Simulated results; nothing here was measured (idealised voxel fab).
This section sets out a process module, namely voxel wiring stack.
Pictured: cross-section cut, 250 nm wide, on a grid of 5 nm square cells.
This document writes a cross-section as a grid whose cells are square, and gives it as bands, listed from the top down; one or more rows of cells form a band. Look at the band entry: it leads with the top's height and the bottom's height in nm. Then it lists the materials left to right, with a width in nm for each. The word "edge to edge" on a single material says that material fills the band edge to edge. The word "air" is empty space. Heights are expressed relative to 0, this being the level below which the as-received wafer comprises one material exclusively. The lowest band is unbounded in the downward direction and is denoted as in "0..down". With a width like "30 to 40", each row of cells in the band differs from the next by the same amount, the top row carrying the first number and the bottom row the second. Where a step carries "remains unaltered", the cross-section came out of it unchanged, cell for cell. "Closed-off voids" - sealed voids, min. 8 cells, no opening to top; format: width x height at distance (distance from left edge; nm throughout). It should be noted that, on the line of a given step, the content following the step's settings is a remark produced by the simulator itself with respect to that step. overlay nm: mask offset rightward from planned place, masked step; negative means leftward offset.

Steps in the process plan
1) RECEIVE | material Si
2) CONFORMAL_DEP | material SiO2 | thk nm 10
3) CONFORMAL_DEP | material SiN | thk nm 5
4) DIRECTIONAL_DEP | material lowk | thk nm 15
5) PATTERN | tone open | mask id METAL_1 | material resist | width nm 20 | pitch nm 35 | thk nm 20 | overlay nm 0
6) DIRECTIONAL_ETCH | etch materials lowk | depth nm 15
7) DIRECTIONAL_ETCH | etch materials SiN | depth nm 5
8) STRIP | etch materials resist
9) CONFORMAL_DEP | material TiN | thk nm 5
10) FILL_DEP | material Ru | thk nm 10
11) CMP | height nm 30
12) EPI | material Ru | thk nm 5
13) FILL_DEP | material SiCN | thk nm 5
14) DIRECTIONAL_DEP | material lowk | thk nm 10
15) DIRECTIONAL_DEP | material aC | thk nm 15
16) PATTERN | tone open | mask id PLUG_1 | material resist | width nm 15 | pitch nm 70 | thk nm 30 | overlay nm 0
17) DIRECTIONAL_ETCH | etch materials aC | depth nm 15
18) STRIP | etch materials resist
19) DIRECTIONAL_ETCH | etch materials lowk | depth nm 10
20) DIRECTIONAL_ETCH | etch materials SiCN | depth nm 5
21) STRIP | etch materials aC
22) EPI | material Ru | thk nm 10
23) EPI | material Ru | thk nm 5
24) DIRECTIONAL_DEP | material TiN | thk nm 5
25) DIRECTIONAL_DEP | material W | thk nm 15
26) MASKED_ETCH | tone cover | mask id METAL_2 | width nm 20 | pitch nm 35 | etch materials W | depth nm 15 | overlay nm 0
27) MASKED_ETCH | tone cover | mask id METAL_2 | width nm 20 | pitch nm 35 | etch materials TiN | depth nm 5 | overlay nm 0
28) CONFORMAL_DEP | material SiCN | thk nm 5
29) FILL_DEP | material lowk | thk nm 10
30) CMP | height nm 70
31) CONFORMAL_DEP | material SiCN | thk nm 5
32) DIRECTIONAL_DEP | material lowk | thk nm 15
33) PATTERN | tone open | mask id PLUG_2 | material resist | width nm 15 | pitch nm 35 | thk nm 20 | overlay nm 0
34) DIRECTIONAL_ETCH | etch materials lowk | depth nm 15
35) DIRECTIONAL_ETCH | etch materials SiCN | depth nm 5
36) STRIP | etch materials resist
37) CONFORMAL_DEP | material TiN | thk nm 5
38) FILL_DEP | material Ru | thk nm 10
39) CMP | height nm 90
40) DIRECTIONAL_DEP | material TiN | thk nm 5
41) DIRECTIONAL_DEP | material W | thk nm 25
42) PATTERN | tone cover | mask id METAL_3 | material resist | width nm 20 | pitch nm 35 | thk nm 20 | overlay nm 0
43) DIRECTIONAL_ETCH | etch materials W | depth nm 25
44) DIRECTIONAL_ETCH | etch materials TiN | depth nm 5
45) STRIP | etch materials resist
46) FILL_DEP | material SiO2 | thk nm 10
47) CMP | height nm 120
48) CONFORMAL_DEP | material SiCN | thk nm 5

Below: the first of two wafers, run as planned

Received-state cross-section, reflecting completion of step 1
  0..down  Si edge to edge
  Closed-off voids: none

Cross-section through the wafer, step 2 finished
  10..0  SiO2 edge to edge
  At heights below 0, the structure remains unaltered.

Cross-section through the wafer, step 3 finished
  15..10  SiN edge to edge
  At heights below 10, the structure remains unaltered.

Cross-section through the wafer, step 4 finished
  30..15  lowk edge to edge
  At heights below 15, the structure remains unaltered.

Cross-section through the wafer, step 5 finished
  50..30  resist: 60 / air: 20 / resist: 15 / air: 20 / resist: 15 / air: 20 / resist: 15 / air: 20 / resist: 65
  At heights below 30, the structure remains unaltered.

Cross-section through the wafer, step 6 finished
  50..30  resist: 60 / air: 20 / resist: 15 / air: 20 / resist: 15 / air: 20 / resist: 15 / air: 20 / resist: 65
  30..15  lowk: 60 / air: 20 / lowk: 15 / air: 20 / lowk: 15 / air: 20 / lowk: 15 / air: 20 / lowk: 65
  At heights below 15, the structure remains unaltered.

Cross-section through the wafer, step 7 finished
  50..30  resist: 60 / air: 20 / resist: 15 / air: 20 / resist: 15 / air: 20 / resist: 15 / air: 20 / resist: 65
  30..15  lowk: 60 / air: 20 / lowk: 15 / air: 20 / lowk: 15 / air: 20 / lowk: 15 / air: 20 / lowk: 65
  15..10  SiN: 60 / air: 20 / SiN: 15 / air: 20 / SiN: 15 / air: 20 / SiN: 15 / air: 20 / SiN: 65
  At heights below 10, the structure remains unaltered.

Cross-section through the wafer, step 8 finished
  30..15  lowk: 60 / air: 20 / lowk: 15 / air: 20 / lowk: 15 / air: 20 / lowk: 15 / air: 20 / lowk: 65
  At heights below 15, the structure remains unaltered.

Cross-section through the wafer, step 9 finished
  35..30  TiN: 65 / air: 10 / TiN: 25 / air: 10 / TiN: 25 / air: 10 / TiN: 25 / air: 10 / TiN: 70
  30..15  lowk: 60 / TiN: 5 / air: 10 / TiN: 5 / lowk: 15 / TiN: 5 / air: 10 / TiN: 5 / lowk: 15 / TiN: 5 / air: 10 / TiN: 5 / lowk: 15 / TiN: 5 / air: 10 / TiN: 5 / lowk: 65
  15..10  SiN: 60 / TiN: 20 / SiN: 15 / TiN: 20 / SiN: 15 / TiN: 20 / SiN: 15 / TiN: 20 / SiN: 65
  At heights below 10, the structure remains unaltered.

Cross-section through the wafer, step 10 finished
  45..35  Ru edge to edge
  35..30  TiN: 65 / Ru: 10 / TiN: 25 / Ru: 10 / TiN: 25 / Ru: 10 / TiN: 25 / Ru: 10 / TiN: 70
  30..15  lowk: 60 / TiN: 5 / Ru: 10 / TiN: 5 / lowk: 15 / TiN: 5 / Ru: 10 / TiN: 5 / lowk: 15 / TiN: 5 / Ru: 10 / TiN: 5 / lowk: 15 / TiN: 5 / Ru: 10 / TiN: 5 / lowk: 65
  At heights below 15, the structure remains unaltered.

Cross-section through the wafer, step 11 finished
  30..15  lowk: 60 / TiN: 5 / Ru: 10 / TiN: 5 / lowk: 15 / TiN: 5 / Ru: 10 / TiN: 5 / lowk: 15 / TiN: 5 / Ru: 10 / TiN: 5 / lowk: 15 / TiN: 5 / Ru: 10 / TiN: 5 / lowk: 65
  At heights below 15, the structure remains unaltered.

Cross-section through the wafer, step 12 finished
  35..30  air: 55 / Ru: 30 / air: 5 / Ru: 30 / air: 5 / Ru: 30 / air: 5 / Ru: 30 / air: 60
  At heights below 30, the structure remains unaltered.

Cross-section through the wafer, step 13 finished
  40..35  SiCN edge to edge
  35..30  SiCN: 55 / Ru: 30 / SiCN: 5 / Ru: 30 / SiCN: 5 / Ru: 30 / SiCN: 5 / Ru: 30 / SiCN: 60
  At heights below 30, the structure remains unaltered.

Cross-section through the wafer, step 14 finished
  50..40  lowk edge to edge
  At heights below 40, the structure remains unaltered.

Cross-section through the wafer, step 15 finished
  65..50  aC edge to edge
  At heights below 50, the structure remains unaltered.

Cross-section through the wafer, step 16 finished
  95..65  resist: 60 / air: 15 / resist: 55 / air: 15 / resist: 105
  At heights below 65, the structure remains unaltered.

Cross-section through the wafer, step 17 finished
  80..65  resist: 60 / air: 15 / resist: 55 / air: 15 / resist: 105
  65..50  aC: 60 / air: 15 / aC: 55 / air: 15 / aC: 105
  At heights below 50, the structure remains unaltered.

Cross-section through the wafer, step 18 finished
  65..50  aC: 60 / air: 15 / aC: 55 / air: 15 / aC: 105
  At heights below 50, the structure remains unaltered.

Cross-section through the wafer, step 19 finished
  65..50  aC: 60 / air: 15 / aC: 55 / air: 15 / aC: 105
  50..40  lowk: 60 / air: 15 / lowk: 55 / air: 15 / lowk: 105
  At heights below 40, the structure remains unaltered.

Cross-section through the wafer, step 20 finished
  65..50  aC: 60 / air: 15 / aC: 55 / air: 15 / aC: 105
  50..40  lowk: 60 / air: 15 / lowk: 55 / air: 15 / lowk: 105
  40..35  SiCN: 60 / air: 15 / SiCN: 55 / air: 15 / SiCN: 105
  At heights below 35, the structure remains unaltered.

Cross-section through the wafer, step 21 finished
  50..40  lowk: 60 / air: 15 / lowk: 55 / air: 15 / lowk: 105
  At heights below 40, the structure remains unaltered.

Cross-section through the wafer, step 22 finished
  50..45  lowk: 60 / air: 15 / lowk: 55 / air: 15 / lowk: 105
  45..40  lowk: 60 / Ru: 15 / lowk: 55 / Ru: 15 / lowk: 105
  40..35  SiCN: 60 / Ru: 15 / SiCN: 55 / Ru: 15 / SiCN: 105
  At heights below 35, the structure remains unaltered.

Cross-section through the wafer, step 23 finished
  50..40  lowk: 60 / Ru: 15 / lowk: 55 / Ru: 15 / lowk: 105
  At heights below 40, the structure remains unaltered.

Cross-section through the wafer, step 24 finished
  55..50  TiN edge to edge
  At heights below 50, the structure remains unaltered.

Cross-section through the wafer, step 25 finished
  70..55  W edge to edge
  At heights below 55, the structure remains unaltered.

Cross-section through the wafer, step 26 finished
  70..55  air: 60 / W: 20 / air: 15 / W: 20 / air: 15 / W: 20 / air: 15 / W: 20 / air: 65
  At heights below 55, the structure remains unaltered.

Cross-section through the wafer, step 27 finished
  70..55  air: 60 / W: 20 / air: 15 / W: 20 / air: 15 / W: 20 / air: 15 / W: 20 / air: 65
  55..50  air: 60 / TiN: 20 / air: 15 / TiN: 20 / air: 15 / TiN: 20 / air: 15 / TiN: 20 / air: 65
  At heights below 50, the structure remains unaltered.

Cross-section through the wafer, step 28 finished
  75..70  air: 55 / SiCN: 30 / air: 5 / SiCN: 30 / air: 5 / SiCN: 30 / air: 5 / SiCN: 30 / air: 60
  70..55  air: 55 / SiCN: 5 / W: 20 / SiCN: 5 / air: 5 / SiCN: 5 / W: 20 / SiCN: 5 / air: 5 / SiCN: 5 / W: 20 / SiCN: 5 / air: 5 / SiCN: 5 / W: 20 / SiCN: 5 / air: 60
  55..50  SiCN: 60 / TiN: 20 / SiCN: 15 / TiN: 20 / SiCN: 15 / TiN: 20 / SiCN: 15 / TiN: 20 / SiCN: 65
  At heights below 50, the structure remains unaltered.

Cross-section through the wafer, step 29 finished
  85..75  lowk edge to edge
  75..70  lowk: 55 / SiCN: 30 / lowk: 5 / SiCN: 30 / lowk: 5 / SiCN: 30 / lowk: 5 / SiCN: 30 / lowk: 60
  70..55  lowk: 55 / SiCN: 5 / W: 20 / SiCN: 5 / lowk: 5 / SiCN: 5 / W: 20 / SiCN: 5 / lowk: 5 / SiCN: 5 / W: 20 / SiCN: 5 / lowk: 5 / SiCN: 5 / W: 20 / SiCN: 5 / lowk: 60
  At heights below 55, the structure remains unaltered.

Cross-section through the wafer, step 30 finished
  70..55  lowk: 55 / SiCN: 5 / W: 20 / SiCN: 5 / lowk: 5 / SiCN: 5 / W: 20 / SiCN: 5 / lowk: 5 / SiCN: 5 / W: 20 / SiCN: 5 / lowk: 5 / SiCN: 5 / W: 20 / SiCN: 5 / lowk: 60
  At heights below 55, the structure remains unaltered.

Cross-section through the wafer, step 31 finished
  75..70  SiCN edge to edge
  At heights below 70, the structure remains unaltered.

Cross-section through the wafer, step 32 finished
  90..75  lowk edge to edge
  At heights below 75, the structure remains unaltered.

Cross-section through the wafer, step 33 finished
  110..90  resist: 60 / air: 15 / resist: 20 / air: 15 / resist: 20 / air: 15 / resist: 20 / air: 15 / resist: 70
  At heights below 90, the structure remains unaltered.

Cross-section through the wafer, step 34 finished
  110..90  resist: 60 / air: 15 / resist: 20 / air: 15 / resist: 20 / air: 15 / resist: 20 / air: 15 / resist: 70
  90..75  lowk: 60 / air: 15 / lowk: 20 / air: 15 / lowk: 20 / air: 15 / lowk: 20 / air: 15 / lowk: 70
  At heights below 75, the structure remains unaltered.

Cross-section through the wafer, step 35 finished
  110..90  resist: 60 / air: 15 / resist: 20 / air: 15 / resist: 20 / air: 15 / resist: 20 / air: 15 / resist: 70
  90..75  lowk: 60 / air: 15 / lowk: 20 / air: 15 / lowk: 20 / air: 15 / lowk: 20 / air: 15 / lowk: 70
  75..70  SiCN: 60 / air: 15 / SiCN: 20 / air: 15 / SiCN: 20 / air: 15 / SiCN: 20 / air: 15 / SiCN: 70
  At heights below 70, the structure remains unaltered.

Cross-section through the wafer, step 36 finished
  90..75  lowk: 60 / air: 15 / lowk: 20 / air: 15 / lowk: 20 / air: 15 / lowk: 20 / air: 15 / lowk: 70
  At heights below 75, the structure remains unaltered.

Cross-section through the wafer, step 37 finished
  95..90  TiN: 65 / air: 5 / TiN: 30 / air: 5 / TiN: 30 / air: 5 / TiN: 30 / air: 5 / TiN: 75
  90..75  lowk: 60 / TiN: 5 / air: 5 / TiN: 5 / lowk: 20 / TiN: 5 / air: 5 / TiN: 5 / lowk: 20 / TiN: 5 / air: 5 / TiN: 5 / lowk: 20 / TiN: 5 / air: 5 / TiN: 5 / lowk: 70
  75..70  SiCN: 60 / TiN: 15 / SiCN: 20 / TiN: 15 / SiCN: 20 / TiN: 15 / SiCN: 20 / TiN: 15 / SiCN: 70
  At heights below 70, the structure remains unaltered.

Cross-section through the wafer, step 38 finished
  105..95  Ru edge to edge
  95..90  TiN: 65 / Ru: 5 / TiN: 30 / Ru: 5 / TiN: 30 / Ru: 5 / TiN: 30 / Ru: 5 / TiN: 75
  90..75  lowk: 60 / TiN: 5 / Ru: 5 / TiN: 5 / lowk: 20 / TiN: 5 / Ru: 5 / TiN: 5 / lowk: 20 / TiN: 5 / Ru: 5 / TiN: 5 / lowk: 20 / TiN: 5 / Ru: 5 / TiN: 5 / lowk: 70
  At heights below 75, the structure remains unaltered.

Cross-section through the wafer, step 39 finished
  90..75  lowk: 60 / TiN: 5 / Ru: 5 / TiN: 5 / lowk: 20 / TiN: 5 / Ru: 5 / TiN: 5 / lowk: 20 / TiN: 5 / Ru: 5 / TiN: 5 / lowk: 20 / TiN: 5 / Ru: 5 / TiN: 5 / lowk: 70
  At heights below 75, the structure remains unaltered.

Cross-section through the wafer, step 40 finished
  95..90  TiN edge to edge
  At heights below 90, the structure remains unaltered.

Cross-section through the wafer, step 41 finished
  120..95  W edge to edge
  At heights below 95, the structure remains unaltered.

Cross-section through the wafer, step 42 finished
  140..120  air: 60 / resist: 20 / air: 15 / resist: 20 / air: 15 / resist: 20 / air: 15 / resist: 20 / air: 65
  At heights below 120, the structure remains unaltered.

Cross-section through the wafer, step 43 finished
  140..120  air: 60 / resist: 20 / air: 15 / resist: 20 / air: 15 / resist: 20 / air: 15 / resist: 20 / air: 65
  120..95  air: 60 / W: 20 / air: 15 / W: 20 / air: 15 / W: 20 / air: 15 / W: 20 / air: 65
  At heights below 95, the structure remains unaltered.

Cross-section through the wafer, step 44 finished
  140..120  air: 60 / resist: 20 / air: 15 / resist: 20 / air: 15 / resist: 20 / air: 15 / resist: 20 / air: 65
  120..95  air: 60 / W: 20 / air: 15 / W: 20 / air: 15 / W: 20 / air: 15 / W: 20 / air: 65
  95..90  air: 60 / TiN: 20 / air: 15 / TiN: 20 / air: 15 / TiN: 20 / air: 15 / TiN: 20 / air: 65
  At heights below 90, the structure remains unaltered.

Cross-section through the wafer, step 45 finished
  120..95  air: 60 / W: 20 / air: 15 / W: 20 / air: 15 / W: 20 / air: 15 / W: 20 / air: 65
  At heights below 95, the structure remains unaltered.

Cross-section through the wafer, step 46 finished
  130..120  SiO2 edge to edge
  120..95  SiO2: 60 / W: 20 / SiO2: 15 / W: 20 / SiO2: 15 / W: 20 / SiO2: 15 / W: 20 / SiO2: 65
  95..90  SiO2: 60 / TiN: 20 / SiO2: 15 / TiN: 20 / SiO2: 15 / TiN: 20 / SiO2: 15 / TiN: 20 / SiO2: 65
  At heights below 90, the structure remains unaltered.

Cross-section through the wafer, step 47 finished
  120..95  SiO2: 60 / W: 20 / SiO2: 15 / W: 20 / SiO2: 15 / W: 20 / SiO2: 15 / W: 20 / SiO2: 65
  At heights below 95, the structure remains unaltered.

Cross-section through the wafer, step 48 finished
  125..120  SiCN edge to edge
  At heights below 120, the structure remains unaltered.

Second wafer: same start and same plan as the first, one execution error; identical to the first through step 15

Here is the second wafer in cross-section at the point where step 16 of the plan should have been done
  95..65  resist: 65 / air: 15 / resist: 55 / air: 15 / resist: 100
  At heights below 65, the structure remains unaltered.

Here is the second wafer in cross-section at the point where step 17 of the plan should have been done
  80..65  resist: 65 / air: 15 / resist: 55 / air: 15 / resist: 100
  65..50  aC: 65 / air: 15 / aC: 55 / air: 15 / aC: 100
  At heights below 50, the structure remains unaltered.

Here is the second wafer in cross-section at the point where step 18 of the plan should have been done
  65..50  aC: 65 / air: 15 / aC: 55 / air: 15 / aC: 100
  At heights below 50, the structure remains unaltered.

Here is the second wafer in cross-section at the point where step 19 of the plan should have been done
  65..50  aC: 65 / air: 15 / aC: 55 / air: 15 / aC: 100
  50..40  lowk: 65 / air: 15 / lowk: 55 / air: 15 / lowk: 100
  At heights below 40, the structure remains unaltered.

Here is the second wafer in cross-section at the point where step 20 of the plan should have been done
  65..50  aC: 65 / air: 15 / aC: 55 / air: 15 / aC: 100
  50..40  lowk: 65 / air: 15 / lowk: 55 / air: 15 / lowk: 100
  40..35  SiCN: 65 / air: 15 / SiCN: 55 / air: 15 / SiCN: 100
  At heights below 35, the structure remains unaltered.

Here is the second wafer in cross-section at the point where step 21 of the plan should have been done
  50..40  lowk: 65 / air: 15 / lowk: 55 / air: 15 / lowk: 100
  At heights below 40, the structure remains unaltered.

Here is the second wafer in cross-section at the point where step 22 of the plan should have been done
  50..45  lowk: 65 / air: 15 / lowk: 55 / air: 15 / lowk: 100
  45..40  lowk: 65 / Ru: 15 / lowk: 55 / Ru: 15 / lowk: 100
  40..35  SiCN: 65 / Ru: 15 / SiCN: 55 / Ru: 15 / SiCN: 100
  At heights below 35, the structure remains unaltered.

Here is the second wafer in cross-section at the point where step 23 of the plan should have been done
  50..40  lowk: 65 / Ru: 15 / lowk: 55 / Ru: 15 / lowk: 100
  At heights below 40, the structure remains unaltered.

Here is the second wafer in cross-section at the point where step 24 of the plan should have been done
  55..50  TiN edge to edge
  At heights below 50, the structure remains unaltered.

Here is the second wafer in cross-section at the point where step 25 of the plan should have been done
  70..55  W edge to edge
  At heights below 55, the structure remains unaltered.

Here is the second wafer in cross-section at the point where step 26 of the plan should have been done
  70..55  air: 60 / W: 20 / air: 15 / W: 20 / air: 15 / W: 20 / air: 15 / W: 20 / air: 65
  At heights below 55, the structure remains unaltered.

Here is the second wafer in cross-section at the point where step 27 of the plan should have been done
  70..55  air: 60 / W: 20 / air: 15 / W: 20 / air: 15 / W: 20 / air: 15 / W: 20 / air: 65
  55..50  air: 60 / TiN: 20 / air: 15 / TiN: 20 / air: 15 / TiN: 20 / air: 15 / TiN: 20 / air: 65
  At heights below 50, the structure remains unaltered.

Here is the second wafer in cross-section at the point where step 28 of the plan should have been done
  75..70  air: 55 / SiCN: 30 / air: 5 / SiCN: 30 / air: 5 / SiCN: 30 / air: 5 / SiCN: 30 / air: 60
  70..55  air: 55 / SiCN: 5 / W: 20 / SiCN: 5 / air: 5 / SiCN: 5 / W: 20 / SiCN: 5 / air: 5 / SiCN: 5 / W: 20 / SiCN: 5 / air: 5 / SiCN: 5 / W: 20 / SiCN: 5 / air: 60
  55..50  SiCN: 60 / TiN: 20 / SiCN: 15 / TiN: 20 / SiCN: 15 / TiN: 20 / SiCN: 15 / TiN: 20 / SiCN: 65
  At heights below 50, the structure remains unaltered.

Here is the second wafer in cross-section at the point where step 29 of the plan should have been done
  85..75  lowk edge to edge
  75..70  lowk: 55 / SiCN: 30 / lowk: 5 / SiCN: 30 / lowk: 5 / SiCN: 30 / lowk: 5 / SiCN: 30 / lowk: 60
  70..55  lowk: 55 / SiCN: 5 / W: 20 / SiCN: 5 / lowk: 5 / SiCN: 5 / W: 20 / SiCN: 5 / lowk: 5 / SiCN: 5 / W: 20 / SiCN: 5 / lowk: 5 / SiCN: 5 / W: 20 / SiCN: 5 / lowk: 60
  At heights below 55, the structure remains unaltered.

Here is the second wafer in cross-section at the point where step 30 of the plan should have been done
  70..55  lowk: 55 / SiCN: 5 / W: 20 / SiCN: 5 / lowk: 5 / SiCN: 5 / W: 20 / SiCN: 5 / lowk: 5 / SiCN: 5 / W: 20 / SiCN: 5 / lowk: 5 / SiCN: 5 / W: 20 / SiCN: 5 / lowk: 60
  At heights below 55, the structure remains unaltered.

Here is the second wafer in cross-section at the point where step 31 of the plan should have been done
  75..70  SiCN edge to edge
  At heights below 70, the structure remains unaltered.

Here is the second wafer in cross-section at the point where step 32 of the plan should have been done
  90..75  lowk edge to edge
  At heights below 75, the structure remains unaltered.

Here is the second wafer in cross-section at the point where step 33 of the plan should have been done
  110..90  resist: 60 / air: 15 / resist: 20 / air: 15 / resist: 20 / air: 15 / resist: 20 / air: 15 / resist: 70
  At heights below 90, the structure remains unaltered.

Here is the second wafer in cross-section at the point where step 34 of the plan should have been done
  110..90  resist: 60 / air: 15 / resist: 20 / air: 15 / resist: 20 / air: 15 / resist: 20 / air: 15 / resist: 70
  90..75  lowk: 60 / air: 15 / lowk: 20 / air: 15 / lowk: 20 / air: 15 / lowk: 20 / air: 15 / lowk: 70
  At heights below 75, the structure remains unaltered.

Here is the second wafer in cross-section at the point where step 35 of the plan should have been done
  110..90  resist: 60 / air: 15 / resist: 20 / air: 15 / resist: 20 / air: 15 / resist: 20 / air: 15 / resist: 70
  90..75  lowk: 60 / air: 15 / lowk: 20 / air: 15 / lowk: 20 / air: 15 / lowk: 20 / air: 15 / lowk: 70
  75..70  SiCN: 60 / air: 15 / SiCN: 20 / air: 15 / SiCN: 20 / air: 15 / SiCN: 20 / air: 15 / SiCN: 70
  At heights below 70, the structure remains unaltered.

Here is the second wafer in cross-section at the point where step 36 of the plan should have been done
  90..75  lowk: 60 / air: 15 / lowk: 20 / air: 15 / lowk: 20 / air: 15 / lowk: 20 / air: 15 / lowk: 70
  At heights below 75, the structure remains unaltered.

Here is the second wafer in cross-section at the point where step 37 of the plan should have been done
  95..90  TiN: 65 / air: 5 / TiN: 30 / air: 5 / TiN: 30 / air: 5 / TiN: 30 / air: 5 / TiN: 75
  90..75  lowk: 60 / TiN: 5 / air: 5 / TiN: 5 / lowk: 20 / TiN: 5 / air: 5 / TiN: 5 / lowk: 20 / TiN: 5 / air: 5 / TiN: 5 / lowk: 20 / TiN: 5 / air: 5 / TiN: 5 / lowk: 70
  75..70  SiCN: 60 / TiN: 15 / SiCN: 20 / TiN: 15 / SiCN: 20 / TiN: 15 / SiCN: 20 / TiN: 15 / SiCN: 70
  At heights below 70, the structure remains unaltered.

Here is the second wafer in cross-section at the point where step 38 of the plan should have been done
  105..95  Ru edge to edge
  95..90  TiN: 65 / Ru: 5 / TiN: 30 / Ru: 5 / TiN: 30 / Ru: 5 / TiN: 30 / Ru: 5 / TiN: 75
  90..75  lowk: 60 / TiN: 5 / Ru: 5 / TiN: 5 / lowk: 20 / TiN: 5 / Ru: 5 / TiN: 5 / lowk: 20 / TiN: 5 / Ru: 5 / TiN: 5 / lowk: 20 / TiN: 5 / Ru: 5 / TiN: 5 / lowk: 70
  At heights below 75, the structure remains unaltered.

Here is the second wafer in cross-section at the point where step 39 of the plan should have been done
  90..75  lowk: 60 / TiN: 5 / Ru: 5 / TiN: 5 / lowk: 20 / TiN: 5 / Ru: 5 / TiN: 5 / lowk: 20 / TiN: 5 / Ru: 5 / TiN: 5 / lowk: 20 / TiN: 5 / Ru: 5 / TiN: 5 / lowk: 70
  At heights below 75, the structure remains unaltered.

Here is the second wafer in cross-section at the point where step 40 of the plan should have been done
  95..90  TiN edge to edge
  At heights below 90, the structure remains unaltered.

Here is the second wafer in cross-section at the point where step 41 of the plan should have been done
  120..95  W edge to edge
  At heights below 95, the structure remains unaltered.

Here is the second wafer in cross-section at the point where step 42 of the plan should have been done
  140..120  air: 60 / resist: 20 / air: 15 / resist: 20 / air: 15 / resist: 20 / air: 15 / resist: 20 / air: 65
  At heights below 120, the structure remains unaltered.

Here is the second wafer in cross-section at the point where step 43 of the plan should have been done
  140..120  air: 60 / resist: 20 / air: 15 / resist: 20 / air: 15 / resist: 20 / air: 15 / resist: 20 / air: 65
  120..95  air: 60 / W: 20 / air: 15 / W: 20 / air: 15 / W: 20 / air: 15 / W: 20 / air: 65
  At heights below 95, the structure remains unaltered.

Here is the second wafer in cross-section at the point where step 44 of the plan should have been done
  140..120  air: 60 / resist: 20 / air: 15 / resist: 20 / air: 15 / resist: 20 / air: 15 / resist: 20 / air: 65
  120..95  air: 60 / W: 20 / air: 15 / W: 20 / air: 15 / W: 20 / air: 15 / W: 20 / air: 65
  95..90  air: 60 / TiN: 20 / air: 15 / TiN: 20 / air: 15 / TiN: 20 / air: 15 / TiN: 20 / air: 65
  At heights below 90, the structure remains unaltered.

Here is the second wafer in cross-section at the point where step 45 of the plan should have been done
  120..95  air: 60 / W: 20 / air: 15 / W: 20 / air: 15 / W: 20 / air: 15 / W: 20 / air: 65
  At heights below 95, the structure remains unaltered.

Here is the second wafer in cross-section at the point where step 46 of the plan should have been done
  130..120  SiO2 edge to edge
  120..95  SiO2: 60 / W: 20 / SiO2: 15 / W: 20 / SiO2: 15 / W: 20 / SiO2: 15 / W: 20 / SiO2: 65
  95..90  SiO2: 60 / TiN: 20 / SiO2: 15 / TiN: 20 / SiO2: 15 / TiN: 20 / SiO2: 15 / TiN: 20 / SiO2: 65
  At heights below 90, the structure remains unaltered.

Here is the second wafer in cross-section at the point where step 47 of the plan should have been done
  120..95  SiO2: 60 / W: 20 / SiO2: 15 / W: 20 / SiO2: 15 / W: 20 / SiO2: 15 / W: 20 / SiO2: 65
  At heights below 95, the structure remains unaltered.

Here is the second wafer in cross-section at the point where step 48 of the plan should have been done
  125..120  SiCN edge to edge
  At heights below 120, the structure remains unaltered.
Error vs. plan: not per plan at step 16, really ran PATTERN | tone open | mask id PLUG_1 | material resist | width nm 15 | pitch nm 70 | thk nm 30 | overlay nm 5
Same inventory, different map: at the end, the second wafer holds as many cells of each material as the first, placed elsewhere.
